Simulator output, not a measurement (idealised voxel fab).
This is a process module. Its name is voxel wiring stack.
cross-section cut | 145 nm wide | cells 5 nm
Cross-section spec: square-cell grid; bands listed top down; each band is one or more rows.
Band: top and bottom heights (nm) first, top before bottom; then materials from left to right, widths in nm. "edge to edge" marks a sole material filling the band edge to edge. "air" denotes empty space.
Zero point of the height axis is 0; under it, received wafer = one material. Lowest band: continues down indefinitely, "from 0 down".
A two-number width, for instance "30 to 40", indicates that the width is equal to the first number in the top row of the band and to the second number in the bottom row, and that it changes by a constant amount per row of cells.
Any step labelled "no alteration" changed none of the cells in the cross-section.
Listed in "Closed empty spaces": every empty space of 8 or more cells without an open way to the top. Form: width x height at distance, the distance being from the left edge, all in nm.
Note: text after step settings on the step line = simulator remark on that step.
Steps that use a mask can have "overlay nm" on their line. It says how far the mask sat to the right of where it was meant to be. Negative means to the left.
-- List of planned process steps
1: RECEIVE | material Si
2: CONFORMAL_DEP | material SiO2 | thk nm 10
3: DIRECTIONAL_DEP | material TiN | thk nm 5
4: DIRECTIONAL_DEP | material Ru | thk nm 20
5: PATTERN | tone cover | mask id METAL_1 | material resist | width nm 30 | pitch nm 55 | thk nm 20 | overlay nm 0
6: DIRECTIONAL_ETCH | etch materials Ru | depth nm 20
7: DIRECTIONAL_ETCH | etch materials TiN | depth nm 5
8: STRIP | etch materials resist
9: CONFORMAL_DEP | material SiCN | thk nm 5
10: FILL_DEP | material SiO2 | thk nm 10
11: CMP | height nm 35
12: CONFORMAL_DEP | material SiCN | thk nm 5
13: DIRECTIONAL_DEP | material SiO2 | thk nm 10
14: MASKED_ETCH | tone open | mask id PLUG_1 | width nm 15 | etch materials SiO2 | depth nm 10 | overlay nm 0
15: MASKED_ETCH | tone open | mask id PLUG_1 | width nm 15 | etch materials SiCN | depth nm 5 | overlay nm 0
16: CONFORMAL_DEP | material TiN | thk nm 5
17: FILL_DEP | material W | thk nm 10
18: CMP | height nm 50
19: CONFORMAL_DEP | material SiCN | thk nm 5
20: DIRECTIONAL_DEP | material lowk | thk nm 20
21: DIRECTIONAL_DEP | material aC | thk nm 10
22: PATTERN | tone open | mask id METAL_2 | material resist | width nm 30 | pitch nm 55 | thk nm 30 | overlay nm 0
23: DIRECTIONAL_ETCH | etch materials aC | depth nm 10
24: STRIP | etch materials resist
25: DIRECTIONAL_ETCH | etch materials lowk | depth nm 20
26: DIRECTIONAL_ETCH | etch materials SiCN | depth nm 5
27: STRIP | etch materials aC
28: CONFORMAL_DEP | material TiN | thk nm 5
29: FILL_DEP | material Cu | thk nm 5
30: CMP | height nm 75
31: CONFORMAL_DEP | material SiCN | thk nm 5
32: DIRECTIONAL_DEP | material SiO2 | thk nm 20
33: DIRECTIONAL_DEP | material aC | thk nm 10
34: PATTERN | tone open | mask id PLUG_2 | material resist | width nm 15 | pitch nm 55 | thk nm 30 | overlay nm 0
35: DIRECTIONAL_ETCH | etch materials aC | depth nm 10
36: STRIP | etch materials resist
37: DIRECTIONAL_ETCH | etch materials SiO2 | depth nm 20
38: DIRECTIONAL_ETCH | etch materials SiCN | depth nm 5
39: STRIP | etch materials aC
40: CONFORMAL_DEP | material TiN | thk nm 5
41: FILL_DEP | material W | thk nm 10
42: CMP | height nm 100
43: DIRECTIONAL_DEP | material TiN | thk nm 5
44: DIRECTIONAL_DEP | material Ru | thk nm 25
45: MASKED_ETCH | tone cover | mask id METAL_3 | width nm 30 | pitch nm 55 | etch materials Ru | depth nm 25 | overlay nm 0
46: MASKED_ETCH | tone cover | mask id METAL_3 | width nm 30 | pitch nm 55 | etch materials TiN | depth nm 5 | overlay nm 0
47: FILL_DEP | material SiO2 | thk nm 10
48: CMP | height nm 130
49: CONFORMAL_DEP | material SiN | thk nm 5
-- As-received wafer cross-section (after step 1)
> from 0 down  Si edge to edge
> Closed empty spaces: none
-- End-of-module cross-section of the first of two wafers, processed as planned
> from 135 to 130  SiN edge to edge
> from 130 to 105  SiO2=30  Ru=30  SiO2=25  Ru=30  SiO2=30
> from 105 to 100  SiO2=30  TiN=30  SiO2=25  TiN=30  SiO2=30
> from 100 to 80  SiO2=30  TiN=5  W=5  TiN=5  SiO2=40  TiN=5  W=5  TiN=5  SiO2=45
> from 80 to 75  SiCN=30  TiN=15  SiCN=40  TiN=15  SiCN=45
> from 75 to 55  lowk=30  TiN=5  Cu=20  TiN=5  lowk=25  TiN=5  Cu=20  TiN=5  lowk=30
> from 55 to 50  SiCN=30  TiN=30  SiCN=25  TiN=30  SiCN=30
> from 50 to 40  SiO2=30  TiN=5  W=5  TiN=5  SiO2=100
> from 40 to 35  SiCN=30  TiN=15  SiCN=100
> from 35 to 15  SiO2=25  SiCN=5  Ru=30  SiCN=5  SiO2=15  SiCN=5  Ru=30  SiCN=5  SiO2=25
> from 15 to 10  SiCN=30  TiN=30  SiCN=25  TiN=30  SiCN=30
> from 10 to 0  SiO2 edge to edge
> from 0 down  Si edge to edge
> Closed empty spaces: none
-- Same start, same plan as the first wafer - but one mistake in the run. Cross-section of the second of the two at the end of the module
> from 135 to 130  SiN edge to edge
> from 130 to 105  SiO2=30  Ru=30  SiO2=25  Ru=30  SiO2=30
> from 105 to 100  SiO2=30  TiN=30  SiO2=25  TiN=30  SiO2=30
> from 100 to 80  SiO2=30  TiN=5  W=5  TiN=5  SiO2=40  TiN=5  W=5  TiN=5  SiO2=45
> from 80 to 75  SiCN=30  TiN=15  SiCN=40  TiN=15  SiCN=45
> from 75 to 55  lowk=30  TiN=5  Cu=20  TiN=5  lowk=25  TiN=5  Cu=20  TiN=5  lowk=30
> from 55 to 50  SiCN=30  TiN=30  SiCN=25  TiN=30  SiCN=30
> from 50 to 45  SiO2=20  TiN=5  W=5  TiN=5  SiO2=110
> from 45 to 40  SiO2=20  TiN=15  SiO2=110
> from 40 to 35  SiCN=30  TiN=5  SiCN=110
> from 35 to 15  SiO2=25  SiCN=5  Ru=30  SiCN=5  SiO2=15  SiCN=5  Ru=30  SiCN=5  SiO2=25
> from 15 to 10  SiCN=30  TiN=30  SiCN=25  TiN=30  SiCN=30
> from 10 to 0  SiO2 edge to edge
> from 0 down  Si edge to edge
> Closed empty spaces: none
So what did we get wrong on this run? step 14 deviated from plan and actually ran as MASKED_ETCH | tone open | mask id PLUG_1 | width nm 15 | etch materials SiO2 | depth nm 10 | overlay nm -10
It is noted that, at the conclusion of processing, the second wafer exhibits a higher or lower cell count for certain materials relative to the first: +2 SiCN | -1 TiN | -1 W
